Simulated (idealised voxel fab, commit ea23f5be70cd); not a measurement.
A process module follows: voxel self aligned vias.
Shown is cross-section cut, with a width of 295 nm and square cells of size 5 nm.
Throughout this document, each cross-section is represented as a grid of square cells and is presented as a sequence of bands enumerated from the top downward, where a band comprises one or more rows of cells. In this notation a band is specified by the heights of its top and bottom, in that order and in nm, after which its materials appear from left to right, each paired with its width in nm. The word "full width" attached to a single material means that material fills the band from edge to edge; the word "air" stands for empty space. For the purposes of this specification, 0 denotes the height below which the wafer in its as-received condition is composed wholly of one material, and the lowermost band, lacking a lower limit, extends downward without end, as expressed in "from 0 down". Quick explanation for "30->40": the width changes in equal steps down the rows of cells, from the first number in the band's top row to the second number in its bottom row. Basically "nothing different" means that step didn't change any cell in the cross-section. If an empty space has no open way to the top and is at least 8 cells in size, "Closed cavities" lists it, written width x height at distance, where distance is measured from the left edge and every value is in nm. The remark found on a step's line after its settings is issued by the simulator itself and pertains to that step. overlay nm: on a step with a mask, how far right of its planned place the mask lay; negative means left.

# List of planned process steps
- 1: RECEIVE (material Si)
- 2: CONFORMAL_DEP (material SiO2; thk nm 10)
- 3: CONFORMAL_DEP (material SiCN; thk nm 5)
- 4: DIRECTIONAL_DEP (material lowk; thk nm 30)
- 5: DIRECTIONAL_DEP (material aC; thk nm 10)
- 6: PATTERN (tone open; mask id LINES; material resist; width nm 20; pitch nm 55; thk nm 25; overlay nm 0)
- 7: DIRECTIONAL_ETCH (etch materials aC; depth nm 10)
- 8: STRIP (etch materials resist)
- 9: DIRECTIONAL_ETCH (etch materials lowk; depth nm 30)
- 10: STRIP (etch materials aC)
- 11: CONFORMAL_DEP (material TiN; thk nm 5)
- 12: FILL_DEP (material Ru; thk nm 5)
- 13: CMP (height nm 45)
- 14: SELECTIVE_ETCH (etch materials W Ru TiN; depth nm 5)
- 15: FILL_DEP (material SiN; thk nm 5)
- 16: CMP (height nm 45)
- 17: DIRECTIONAL_DEP (material lowk; thk nm 15)
- 18: DIRECTIONAL_DEP (material aC; thk nm 15)
- 19: PATTERN (tone open; mask id VIAS; material resist; width nm 30; thk nm 30; overlay nm 0)
- 20: DIRECTIONAL_ETCH (etch materials aC; depth nm 15)
- 21: STRIP (etch materials resist)
- 22: DIRECTIONAL_ETCH (etch materials lowk; depth nm 15)
- 23: DIRECTIONAL_ETCH (etch materials SiN; depth nm 5)
- 24: STRIP (etch materials aC)
- 25: CONFORMAL_DEP (material TiN; thk nm 5)
- 26: FILL_DEP (material Cu; thk nm 5)
- 27: CMP (height nm 60)
- 28: CONFORMAL_DEP (material SiN; thk nm 5)

# First wafer of two (run as planned)

# This is the cross-section of the wafer as we received it, i.e. after step 1
	from 0 down | Si full width
	Closed cavities: none

# The wafer in cross-section once step 2 is complete
	from 10 to 0 | SiO2 full width
	No changes below 0.

# The wafer in cross-section once step 3 is complete
	from 15 to 10 | SiCN full width
	No changes below 10.

# The wafer in cross-section once step 4 is complete
	from 45 to 15 | lowk full width
	No changes below 15.

# The wafer in cross-section once step 5 is complete
	from 55 to 45 | aC full width
	No changes below 45.

# The wafer in cross-section once step 6 is complete
	from 80 to 55 | 110 of resist; 20 of air; 35 of resist; 20 of air; 110 of resist
	No changes below 55.

# The wafer in cross-section once step 7 is complete
	from 70 to 55 | 110 of resist; 20 of air; 35 of resist; 20 of air; 110 of resist
	from 55 to 45 | 110 of aC; 20 of air; 35 of aC; 20 of air; 110 of aC
	No changes below 45.

# The wafer in cross-section once step 8 is complete
	from 55 to 45 | 110 of aC; 20 of air; 35 of aC; 20 of air; 110 of aC
	No changes below 45.

# The wafer in cross-section once step 9 is complete
	from 55 to 45 | 110 of aC; 20 of air; 35 of aC; 20 of air; 110 of aC
	from 45 to 15 | 110 of lowk; 20 of air; 35 of lowk; 20 of air; 110 of lowk
	No changes below 15.

# The wafer in cross-section once step 10 is complete
	from 45 to 15 | 110 of lowk; 20 of air; 35 of lowk; 20 of air; 110 of lowk
	No changes below 15.

# The wafer in cross-section once step 11 is complete
	from 50 to 45 | 115 of TiN; 10 of air; 45 of TiN; 10 of air; 115 of TiN
	from 45 to 20 | 110 of lowk; 5 of TiN; 10 of air; 5 of TiN; 35 of lowk; 5 of TiN; 10 of air; 5 of TiN; 110 of lowk
	from 20 to 15 | 110 of lowk; 20 of TiN; 35 of lowk; 20 of TiN; 110 of lowk
	No changes below 15.

# The wafer in cross-section once step 12 is complete
	from 55 to 50 | Ru full width
	from 50 to 45 | 115 of TiN; 10 of Ru; 45 of TiN; 10 of Ru; 115 of TiN
	from 45 to 20 | 110 of lowk; 5 of TiN; 10 of Ru; 5 of TiN; 35 of lowk; 5 of TiN; 10 of Ru; 5 of TiN; 110 of lowk
	No changes below 20.

# The wafer in cross-section once step 13 is complete
	from 45 to 20 | 110 of lowk; 5 of TiN; 10 of Ru; 5 of TiN; 35 of lowk; 5 of TiN; 10 of Ru; 5 of TiN; 110 of lowk
	No changes below 20.

# The wafer in cross-section once step 14 is complete
	from 45 to 40 | 110 of lowk; 20 of air; 35 of lowk; 20 of air; 110 of lowk
	No changes below 40.

# The wafer in cross-section once step 15 is complete
	from 50 to 45 | SiN full width
	from 45 to 40 | 110 of lowk; 20 of SiN; 35 of lowk; 20 of SiN; 110 of lowk
	No changes below 40.

# The wafer in cross-section once step 16 is complete
	from 45 to 40 | 110 of lowk; 20 of SiN; 35 of lowk; 20 of SiN; 110 of lowk
	No changes below 40.

# The wafer in cross-section once step 17 is complete
	from 60 to 45 | lowk full width
	No changes below 45.

# The wafer in cross-section once step 18 is complete
	from 75 to 60 | aC full width
	No changes below 60.

# The wafer in cross-section once step 19 is complete
	from 105 to 75 | 105 of resist; 30 of air; 160 of resist
	No changes below 75.

# The wafer in cross-section once step 20 is complete
	from 90 to 75 | 105 of resist; 30 of air; 160 of resist
	from 75 to 60 | 105 of aC; 30 of air; 160 of aC
	No changes below 60.

# The wafer in cross-section once step 21 is complete
	from 75 to 60 | 105 of aC; 30 of air; 160 of aC
	No changes below 60.

# The wafer in cross-section once step 22 is complete
	from 75 to 60 | 105 of aC; 30 of air; 160 of aC
	from 60 to 45 | 105 of lowk; 30 of air; 160 of lowk
	No changes below 45.

# The wafer in cross-section once step 23 is complete
	from 75 to 60 | 105 of aC; 30 of air; 160 of aC
	from 60 to 45 | 105 of lowk; 30 of air; 160 of lowk
	from 45 to 40 | 110 of lowk; 20 of air; 35 of lowk; 20 of SiN; 110 of lowk
	No changes below 40.

# The wafer in cross-section once step 24 is complete
	from 60 to 45 | 105 of lowk; 30 of air; 160 of lowk
	No changes below 45.

# The wafer in cross-section once step 25 is complete
	from 65 to 60 | 110 of TiN; 20 of air; 165 of TiN
	from 60 to 50 | 105 of lowk; 5 of TiN; 20 of air; 5 of TiN; 160 of lowk
	from 50 to 45 | 105 of lowk; 10 of TiN; 10 of air; 10 of TiN; 160 of lowk
	from 45 to 40 | 110 of lowk; 20 of TiN; 35 of lowk; 20 of SiN; 110 of lowk
	No changes below 40.

# The wafer in cross-section once step 26 is complete
	from 70 to 65 | Cu full width
	from 65 to 60 | 110 of TiN; 20 of Cu; 165 of TiN
	from 60 to 50 | 105 of lowk; 5 of TiN; 20 of Cu; 5 of TiN; 160 of lowk
	from 50 to 45 | 105 of lowk; 10 of TiN; 10 of Cu; 10 of TiN; 160 of lowk
	No changes below 45.

# The wafer in cross-section once step 27 is complete
	from 60 to 50 | 105 of lowk; 5 of TiN; 20 of Cu; 5 of TiN; 160 of lowk
	No changes below 50.

# The wafer in cross-section once step 28 is complete
	from 65 to 60 | SiN full width
	No changes below 60.

# Second wafer, same starting state and plan as the first, one mistake in the run, identical through step 18

# The second wafer in cross-section, at the planned close of step 19
	from 105 to 75 | 105 of air; 30 of resist; 160 of air
	No changes below 75.

# The second wafer in cross-section, at the planned close of step 20
	from 90 to 75 | 105 of air; 30 of resist; 160 of air
	from 75 to 60 | 105 of air; 30 of aC; 160 of air
	No changes below 60.

# The second wafer in cross-section, at the planned close of step 21
	from 75 to 60 | 105 of air; 30 of aC; 160 of air
	No changes below 60.

# The second wafer in cross-section, at the planned close of step 22
	from 75 to 60 | 105 of air; 30 of aC; 160 of air
	from 60 to 45 | 105 of air; 30 of lowk; 160 of air
	No changes below 45.

# The second wafer in cross-section, at the planned close of step 23
	from 75 to 60 | 105 of air; 30 of aC; 160 of air
	from 60 to 45 | 105 of air; 30 of lowk; 160 of air
	from 45 to 40 | 110 of lowk; 20 of SiN; 35 of lowk; 20 of air; 110 of lowk
	No changes below 40.

# The second wafer in cross-section, at the planned close of step 24
	from 60 to 45 | 105 of air; 30 of lowk; 160 of air
	No changes below 45.

# The second wafer in cross-section, at the planned close of step 25
	from 65 to 60 | 100 of air; 40 of TiN; 155 of air
	from 60 to 50 | 100 of air; 5 of TiN; 30 of lowk; 5 of TiN; 155 of air
	from 50 to 45 | 105 of TiN; 30 of lowk; 35 of TiN; 10 of air; 115 of TiN
	from 45 to 40 | 110 of lowk; 20 of SiN; 35 of lowk; 20 of TiN; 110 of lowk
	No changes below 40.

# The second wafer in cross-section, at the planned close of step 26
	from 70 to 65 | Cu full width
	from 65 to 60 | 100 of Cu; 40 of TiN; 155 of Cu
	from 60 to 50 | 100 of Cu; 5 of TiN; 30 of lowk; 5 of TiN; 155 of Cu
	from 50 to 45 | 105 of TiN; 30 of lowk; 35 of TiN; 10 of Cu; 115 of TiN
	No changes below 45.

# The second wafer in cross-section, at the planned close of step 27
	from 60 to 50 | 100 of Cu; 5 of TiN; 30 of lowk; 5 of TiN; 155 of Cu
	No changes below 50.

# The second wafer in cross-section, at the planned close of step 28
	from 65 to 60 | SiN full width
	No changes below 60.
Processing error: step 19 did not happen as planned, as run it was PATTERN (tone cover; mask id VIAS; material resist; width nm 30; thk nm 30; overlay nm 0)
Looking at both finished wafers in cells, the second ends up ahead of or behind the first on some materials: Cu +94, TiN +47, lowk -141
